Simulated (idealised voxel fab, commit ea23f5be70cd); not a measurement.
The process module presented herein is designated voxel gate over fins.
Square cell edge 5 nm, section width 225 nm, ID cut.
Cross-section = grid of square cells, listed top down in bands; band = one or more rows.
Band: top and bottom heights (nm) first, top before bottom; then materials from left to right, widths in nm. "throughout" marks a sole material filling the band edge to edge. "empty" denotes empty space.
Beneath 0, the wafer as received is one material, and that level is where height counting begins. The lowest band goes on downward without a bottom; it is written like "0 down".
Think of "30 to 40" as a width that walks from the first number to the second as you go down the band, top row to bottom row, taking equal-sized steps from row to row.
When a step is marked "nothing got changed", none of the cells in the cross-section changed during that step.
Under "Sealed-off cavities" you'll find the enclosed gaps, the ones with no way out to the top, that are 8 cells or bigger; each reads width x height at distance, with distance counted from the left edge, everything in nm.
Step line, after settings: the simulator's comment on this step.
overlay nm: step with mask; distance mask lay right of planned place; negative value = left of planned place.

**This section lists the process steps that were planned**
step 1: RECEIVE,material Si
step 2: CONFORMAL_DEP,material SiN,thk nm 10
step 3: MASKED_ETCH,tone cover,mask id FINS,width nm 15,pitch nm 60,etch materials SiN,depth nm 10,overlay nm 0
step 4: MASKED_ETCH,tone cover,mask id FINS,width nm 15,pitch nm 60,etch materials Si,depth nm 40,overlay nm 0
step 5: OXIDIZE,depth nm 5
step 6: FILL_DEP,material SiO2,thk nm 10
step 7: CMP,height nm 10
step 8: MASKED_ETCH,tone open,mask id RAIL,width nm 15,etch materials SiO2,depth nm 45,overlay nm 0
step 9: CONFORMAL_DEP,material TiN,thk nm 5
step 10: FILL_DEP,material W,thk nm 10
step 11: CMP,height nm 10
step 12: SELECTIVE_ETCH,etch materials W Ru TiN,depth nm 30
step 13: FILL_DEP,material SiO2,thk nm 5
step 14: CMP,height nm 10
step 15: SELECTIVE_ETCH,etch materials SiO2,depth nm 20
step 16: STRIP,etch materials SiN
step 17: CONFORMAL_DEP,material HfO2,thk nm 5
step 18: CONFORMAL_DEP,material TiN,thk nm 5
step 19: FILL_DEP,material W,thk nm 15
step 20: CMP,height nm 20
step 21: CONFORMAL_DEP,material SiCN,thk nm 5

**As-received state of the wafer in cross-section, equivalent to post-step 1**
* 0 down  Si throughout
* Sealed-off cavities: none

**Cross-section: first of two wafers, module finished, run according to plan**
* 25 to 20  SiCN throughout
* 20 to 10  W throughout
* 10 to 5  W (40) / TiN (25) / W (35) / TiN (25) / W (35) / TiN (25) / W (40)
* 5 to 0  W (40) / TiN (5) / HfO2 (15) / TiN (5) / W (35) / TiN (5) / HfO2 (15) / TiN (5) / W (35) / TiN (5) / HfO2 (15) / TiN (5) / W (40)
* 0 to -5  TiN (45) / HfO2 (5) / Si (5) / HfO2 (5) / TiN (45) / HfO2 (5) / Si (5) / HfO2 (5) / TiN (45) / HfO2 (5) / Si (5) / HfO2 (5) / TiN (45)
* -5 to -10  HfO2 (50) / Si (5) / HfO2 (55) / Si (5) / HfO2 (55) / Si (5) / HfO2 (50)
* -10 to -20  SiO2 (50) / Si (5) / SiO2 (55) / Si (5) / SiO2 (55) / Si (5) / SiO2 (50)
* -20 to -30  SiO2 (50) / Si (5) / SiO2 (20) / TiN (5) / W (5) / TiN (5) / SiO2 (20) / Si (5) / SiO2 (55) / Si (5) / SiO2 (50)
* -30 to -35  SiO2 (50) / Si (5) / SiO2 (20) / TiN (15) / SiO2 (20) / Si (5) / SiO2 (55) / Si (5) / SiO2 (50)
* -35 to -45  SiO2 (50) / Si (5) / SiO2 (55) / Si (5) / SiO2 (55) / Si (5) / SiO2 (50)
* -45 down  Si throughout
* Sealed-off cavities: none

**Cross-section, wafer two of two, end of module: same start and plan as wafer one, one error in execution**
* 25 to 20  SiCN throughout
* 20 to 10  W throughout
* 10 to 5  W (40) / HfO2 (25) / W (35) / HfO2 (25) / W (35) / HfO2 (25) / W (40)
* 5 to 0  W (40) / HfO2 (5) / TiN (15) / HfO2 (5) / W (35) / HfO2 (5) / TiN (15) / HfO2 (5) / W (35) / HfO2 (5) / TiN (15) / HfO2 (5) / W (40)
* 0 to -5  HfO2 (45) / TiN (5) / Si (5) / TiN (5) / HfO2 (45) / TiN (5) / Si (5) / TiN (5) / HfO2 (45) / TiN (5) / Si (5) / TiN (5) / HfO2 (45)
* -5 to -10  TiN (50) / Si (5) / TiN (55) / Si (5) / TiN (55) / Si (5) / TiN (50)
* -10 to -20  SiO2 (50) / Si (5) / SiO2 (55) / Si (5) / SiO2 (55) / Si (5) / SiO2 (50)
* -20 to -30  SiO2 (50) / Si (5) / SiO2 (20) / TiN (5) / W (5) / TiN (5) / SiO2 (20) / Si (5) / SiO2 (55) / Si (5) / SiO2 (50)
* -30 to -35  SiO2 (50) / Si (5) / SiO2 (20) / TiN (15) / SiO2 (20) / Si (5) / SiO2 (55) / Si (5) / SiO2 (50)
* -35 to -45  SiO2 (50) / Si (5) / SiO2 (55) / Si (5) / SiO2 (55) / Si (5) / SiO2 (50)
* -45 down  Si throughout
* Sealed-off cavities: none
Processing error: the intended sequence of steps 17 and 18 was reversed during processing, with each occupying the position of the other
By the end, you'd get the same cell count for each material on either wafer, but the second wafer puts them somewhere else.
